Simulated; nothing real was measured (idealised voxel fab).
Process module heading - voxel capacitor over wiring
Xsec cut, 275 nm wide, square cell size 5 nm.
Bands, listed from the top down, are how a cross-section gets written in this document; the cross-section itself is a grid of square cells, and a band is one or more rows of them.
Look at the band entry: it leads with the top's height and the bottom's height in nm. Then it lists the materials left to right, with a width in nm for each. The word "edge to edge" on a single material says that material fills the band edge to edge. The word "empty" is empty space.
Height reference: 0 = level under which incoming wafer is all one material. Lowest band: no bottom, runs on downward, e.g. "0 -> down".
Think of "30 to 40" as a width that walks from the first number to the second as you go down the band, top row to bottom row, taking equal-sized steps from row to row.
"identical to before" (step): cross-section cells unchanged, all of them.
Closed-off voids of 8+ cells (no open route to the top) go in "Voids lacking openings", written width x height at distance from the left edge, in nm.
Formally, on a step line, whatever follows the settings is a remark that the simulator itself makes on the step.
For masked steps, "overlay nm" on the step line gives how far right of plan the mask actually lay; a minus sign means it lay to the left.
So here's the lineup of process steps we planned
1. RECEIVE, material Si
2. CONFORMAL_DEP, material SiO2, thk nm 10
3. CONFORMAL_DEP, material SiCN, thk nm 5
4. DIRECTIONAL_DEP, material lowk, thk nm 20
5. DIRECTIONAL_DEP, material aC, thk nm 15
6. PATTERN, tone open, mask id METAL_1, material resist, width nm 20, pitch nm 75, thk nm 30, overlay nm 0
7. DIRECTIONAL_ETCH, etch materials aC, depth nm 15
8. STRIP, etch materials resist
9. DIRECTIONAL_ETCH, etch materials lowk, depth nm 20
10. DIRECTIONAL_ETCH, etch materials SiCN, depth nm 5
11. STRIP, etch materials aC
12. CONFORMAL_DEP, material TiN, thk nm 5
13. FILL_DEP, material Cu, thk nm 10
14. CMP, height nm 35
15. CONFORMAL_DEP, material SiCN, thk nm 5
16. DIRECTIONAL_DEP, material SiO2, thk nm 10
17. DIRECTIONAL_DEP, material aC, thk nm 10
18. PATTERN, tone open, mask id PLUG_1, material resist, width nm 15, thk nm 25, overlay nm 0
19. DIRECTIONAL_ETCH, etch materials aC, depth nm 10
20. STRIP, etch materials resist
21. DIRECTIONAL_ETCH, etch materials SiO2, depth nm 10
22. DIRECTIONAL_ETCH, etch materials SiCN, depth nm 5
23. STRIP, etch materials aC
24. EPI, material Ru, thk nm 10
25. EPI, material Ru, thk nm 5
26. DIRECTIONAL_DEP, material TiN, thk nm 10
27. DIRECTIONAL_DEP, material SiN, thk nm 5
28. DIRECTIONAL_DEP, material TiN, thk nm 5
29. PATTERN, tone cover, mask id UPPER_PLATE, material resist, width nm 60, thk nm 20, overlay nm 0
30. DIRECTIONAL_ETCH, etch materials TiN, depth nm 5
31. DIRECTIONAL_ETCH, etch materials SiN, depth nm 5
32. STRIP, etch materials resist
33. MASKED_ETCH, tone cover, mask id LOWER_PLATE, width nm 70, etch materials TiN, depth nm 10, overlay nm 0
34. FILL_DEP, material SiO2, thk nm 15
35. CMP, height nm 80
36. MASKED_ETCH, tone open, mask id PLUG_2, width nm 15, etch materials SiO2, depth nm 10, overlay nm 0
37. CONFORMAL_DEP, material TiN, thk nm 5
38. FILL_DEP, material W, thk nm 10
39. CMP, height nm 70
40. CONFORMAL_DEP, material SiCN, thk nm 5
The value of height nm given for step 39 in the plan refers to the first wafer; the wafers vary in this setting and are alike at the start.
Here's the first of the wafers in cross-section, just as we got it, i.e. after step 1
> 0 -> down  Si edge to edge
> Voids lacking openings: none
Row per wafer, end-of-module: cell gain (+)/loss (-) by material since the wafer came in, then closed voids
height nm 70, +16 Cu, +9 Ru, +154 SiCN, +12 SiN, +382 SiO2, +64 TiN, +188 lowk, Voids lacking openings: none
height nm 75, +16 Cu, +9 Ru, +154 SiCN, +12 SiN, +434 SiO2, +67 TiN, +188 lowk, Voids lacking openings: none
height nm 80, +16 Cu, +9 Ru, +154 SiCN, +12 SiN, +486 SiO2, +69 TiN, +1 W, +188 lowk, Voids lacking openings: none
height nm 85, +16 Cu, +9 Ru, +154 SiCN, +12 SiN, +486 SiO2, +123 TiN, +2 W, +188 lowk, Voids lacking openings: none
height nm 90, +16 Cu, +9 Ru, +154 SiCN, +12 SiN, +486 SiO2, +123 TiN, +57 W, +188 lowk, Voids lacking openings: none
height nm 95, +16 Cu, +9 Ru, +154 SiCN, +12 SiN, +486 SiO2, +123 TiN, +112 W, +188 lowk, Voids lacking openings: none
